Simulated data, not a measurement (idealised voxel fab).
Documented hereafter: the process module known as voxel wiring stack.
Section shown: cut. Width: 235 nm. Cell size: 5 nm, square.
Format of a cross-section: grid, square cells. Given as bands. Order: top down. Band: one or more rows of cells.
Per band: top height and bottom height in nm, followed by the left-to-right materials and their widths in nm; "full width" marks a single material spanning edge to edge, "empty" marks empty space.
Heights from 0 (as-received wafer is one material below). Bottom band endless downward, as "0 -> down".
The two numbers in a width such as "30->40" mark its ends across the band: the first belongs to the top row of cells, the second to the bottom row, and from each row to the next the width moves by the same amount.
Where the words "no alterations made" appear for a step, the cross-section shows no cell changed by that step; every cell remained as before.
For the entry "Voids, enclosed", the listed items are empty spaces with no open way to the top whose size is 8 cells or more; each item follows the pattern width x height at distance, where distance is from the left edge and all three are in nm.
Text after the settings on a step's line: the simulator's own remark on that step.
The optional step-line setting "overlay nm" applies to steps with a mask and quantifies how far to the right of its planned location the mask lay, a negative value indicating leftward placement.

## The process steps that were planned are listed below
1: RECEIVE (material Si)
2: CONFORMAL_DEP (material SiO2; thk nm 10)
3: DIRECTIONAL_DEP (material TiN; thk nm 5)
4: DIRECTIONAL_DEP (material W; thk nm 20)
5: PATTERN (tone cover; mask id METAL_1; material resist; width nm 30; pitch nm 45; thk nm 20; overlay nm 0)
6: DIRECTIONAL_ETCH (etch materials W; depth nm 20)
7: DIRECTIONAL_ETCH (etch materials TiN; depth nm 5)
8: STRIP (etch materials resist)
9: FILL_DEP (material lowk; thk nm 5)
10: CMP (height nm 35)
11: CONFORMAL_DEP (material SiCN; thk nm 5)
12: DIRECTIONAL_DEP (material SiO2; thk nm 20)
13: DIRECTIONAL_DEP (material aC; thk nm 15)
14: PATTERN (tone open; mask id PLUG_1; material resist; width nm 15; pitch nm 45; thk nm 35; overlay nm 0)
15: DIRECTIONAL_ETCH (etch materials aC; depth nm 15)
16: STRIP (etch materials resist)
17: DIRECTIONAL_ETCH (etch materials SiO2; depth nm 20)
18: DIRECTIONAL_ETCH (etch materials SiCN; depth nm 5)
19: STRIP (etch materials aC)
20: CONFORMAL_DEP (material TiN; thk nm 5)
21: FILL_DEP (material W; thk nm 10)
22: CMP (height nm 60)
23: CONFORMAL_DEP (material SiCN; thk nm 5)
24: DIRECTIONAL_DEP (material lowk; thk nm 20)
25: PATTERN (tone open; mask id METAL_2; material resist; width nm 30; pitch nm 45; thk nm 15; overlay nm 0)
26: DIRECTIONAL_ETCH (etch materials lowk; depth nm 20)
27: DIRECTIONAL_ETCH (etch materials SiCN; depth nm 5)
28: STRIP (etch materials resist)
29: CONFORMAL_DEP (material TiN; thk nm 5)
30: FILL_DEP (material Cu; thk nm 5)
31: CMP (height nm 85)
32: CONFORMAL_DEP (material SiCN; thk nm 5)
33: DIRECTIONAL_DEP (material SiO2; thk nm 30)
34: PATTERN (tone open; mask id METAL_3; material resist; width nm 30; pitch nm 45; thk nm 15; overlay nm 0)
35: DIRECTIONAL_ETCH (etch materials SiO2; depth nm 20)
36: STRIP (etch materials resist)
37: PATTERN (tone open; mask id METAL_3_HOLES; material resist; width nm 15; pitch nm 90; thk nm 20; overlay nm 0)
38: DIRECTIONAL_ETCH (etch materials SiO2; depth nm 10)
39: DIRECTIONAL_ETCH (etch materials SiCN; depth nm 5)
40: STRIP (etch materials resist)
41: CONFORMAL_DEP (material TiN; thk nm 5)
42: FILL_DEP (material Cu; thk nm 5)
43: CMP (height nm 120)
44: CONFORMAL_DEP (material SiCN; thk nm 5)
45: DIRECTIONAL_DEP (material lowk; thk nm 30)
46: PATTERN (tone open; mask id METAL_4; material resist; width nm 30; pitch nm 45; thk nm 20; overlay nm 0)
47: DIRECTIONAL_ETCH (etch materials lowk; depth nm 15)
48: STRIP (etch materials resist)
49: MASKED_ETCH (tone open; mask id METAL_4_HOLES; width nm 15; pitch nm 45; etch materials lowk; depth nm 15; overlay nm 0)
50: MASKED_ETCH (tone open; mask id METAL_4_HOLES; width nm 15; pitch nm 45; etch materials SiCN; depth nm 5; overlay nm 0)
51: CONFORMAL_DEP (material TiN; thk nm 5)
52: FILL_DEP (material Cu; thk nm 10)
53: CMP (height nm 155)
54: CONFORMAL_DEP (material SiN; thk nm 5)

## Cross-section of the wafer upon arrival, representing the state reached after step 1
    0 -> down = Si full width
    Voids, enclosed: none

## Here's the cross-section of the first of our two wafers at the end of the module - it ran as planned
    160 -> 155 = SiN full width
    155 -> 145 = lowk 55  TiN 5  Cu 20  TiN 5  lowk 15  TiN 5  Cu 20  TiN 5  lowk 15  TiN 5  Cu 20  TiN 5  lowk 60
    145 -> 140 = lowk 55  TiN 5  Cu 5  TiN 20  lowk 15  TiN 5  Cu 5  TiN 20  lowk 15  TiN 5  Cu 5  TiN 20  lowk 60
    140 -> 125 = lowk 55  TiN 5  Cu 5  TiN 5  lowk 30  TiN 5  Cu 5  TiN 5  lowk 30  TiN 5  Cu 5  TiN 5  lowk 75
    125 -> 120 = SiCN 55  TiN 15  SiCN 30  TiN 15  SiCN 30  TiN 15  SiCN 75
    120 -> 105 = SiO2 55  TiN 5  Cu 20  TiN 5  SiO2 15  TiN 5  Cu 20  TiN 5  SiO2 15  TiN 5  Cu 20  TiN 5  SiO2 60
    105 -> 100 = SiO2 55  TiN 5  Cu 5  TiN 20  SiO2 15  TiN 30  SiO2 15  TiN 5  Cu 5  TiN 20  SiO2 60
    100 -> 90 = SiO2 55  TiN 5  Cu 5  TiN 5  SiO2 75  TiN 5  Cu 5  TiN 5  SiO2 75
    90 -> 85 = SiCN 55  TiN 15  SiCN 75  TiN 15  SiCN 75
    85 -> 65 = lowk 55  TiN 5  Cu 20  TiN 5  lowk 15  TiN 5  Cu 20  TiN 5  lowk 15  TiN 5  Cu 20  TiN 5  lowk 60
    65 -> 60 = SiCN 55  TiN 30  SiCN 15  TiN 30  SiCN 15  TiN 30  SiCN 60
    60 -> 40 = SiO2 55  TiN 5  W 5  TiN 5  SiO2 30  TiN 5  W 5  TiN 5  SiO2 30  TiN 5  W 5  TiN 5  SiO2 75
    40 -> 35 = SiCN 55  TiN 15  SiCN 30  TiN 15  SiCN 30  TiN 15  SiCN 75
    35 -> 15 = lowk 55  W 30  lowk 15  W 30  lowk 15  W 30  lowk 60
    15 -> 10 = lowk 55  TiN 30  lowk 15  TiN 30  lowk 15  TiN 30  lowk 60
    10 -> 0 = SiO2 full width
    0 -> down = Si full width
    Voids, enclosed: none

## Cross-sectional image of the second wafer of the two following completion of the module. Starting state and process plan were the same as for the first wafer; one execution error occurred
    160 -> 155 = SiN full width
    155 -> 145 = Cu 65  TiN 5  lowk 15  TiN 5  Cu 20  TiN 5  lowk 15  TiN 5  Cu 20  TiN 5  lowk 15  TiN 5  Cu 55
    145 -> 140 = TiN 70  lowk 15  TiN 30  lowk 15  TiN 30  lowk 15  TiN 60
    140 -> 125 = lowk full width
    125 -> 120 = SiCN full width
    120 -> 105 = SiO2 55  TiN 5  Cu 20  TiN 5  SiO2 15  TiN 5  Cu 20  TiN 5  SiO2 15  TiN 5  Cu 20  TiN 5  SiO2 60
    105 -> 100 = SiO2 55  TiN 5  Cu 5  TiN 20  SiO2 15  TiN 30  SiO2 15  TiN 5  Cu 5  TiN 20  SiO2 60
    100 -> 90 = SiO2 55  TiN 5  Cu 5  TiN 5  SiO2 75  TiN 5  Cu 5  TiN 5  SiO2 75
    90 -> 85 = SiCN 55  TiN 15  SiCN 75  TiN 15  SiCN 75
    85 -> 65 = lowk 55  TiN 5  Cu 20  TiN 5  lowk 15  TiN 5  Cu 20  TiN 5  lowk 15  TiN 5  Cu 20  TiN 5  lowk 60
    65 -> 60 = SiCN 55  TiN 30  SiCN 15  TiN 30  SiCN 15  TiN 30  SiCN 60
    60 -> 40 = SiO2 55  TiN 5  W 5  TiN 5  SiO2 30  TiN 5  W 5  TiN 5  SiO2 30  TiN 5  W 5  TiN 5  SiO2 75
    40 -> 35 = SiCN 55  TiN 15  SiCN 30  TiN 15  SiCN 30  TiN 15  SiCN 75
    35 -> 15 = lowk 55  W 30  lowk 15  W 30  lowk 15  W 30  lowk 60
    15 -> 10 = lowk 55  TiN 30  lowk 15  TiN 30  lowk 15  TiN 30  lowk 60
    10 -> 0 = SiO2 full width
    0 -> down = Si full width
    Voids, enclosed: none
Where did the run depart from the plan? heads up, step 46 didn't go per plan, it actually ran as PATTERN (tone cover; mask id METAL_4; material resist; width nm 30; pitch nm 45; thk nm 20; overlay nm 0)
Final wafer comparison in cells, second versus first, more or fewer per material: Cu: 28 more, SiCN: 9 more, TiN: 4 fewer, lowk: 33 fewer
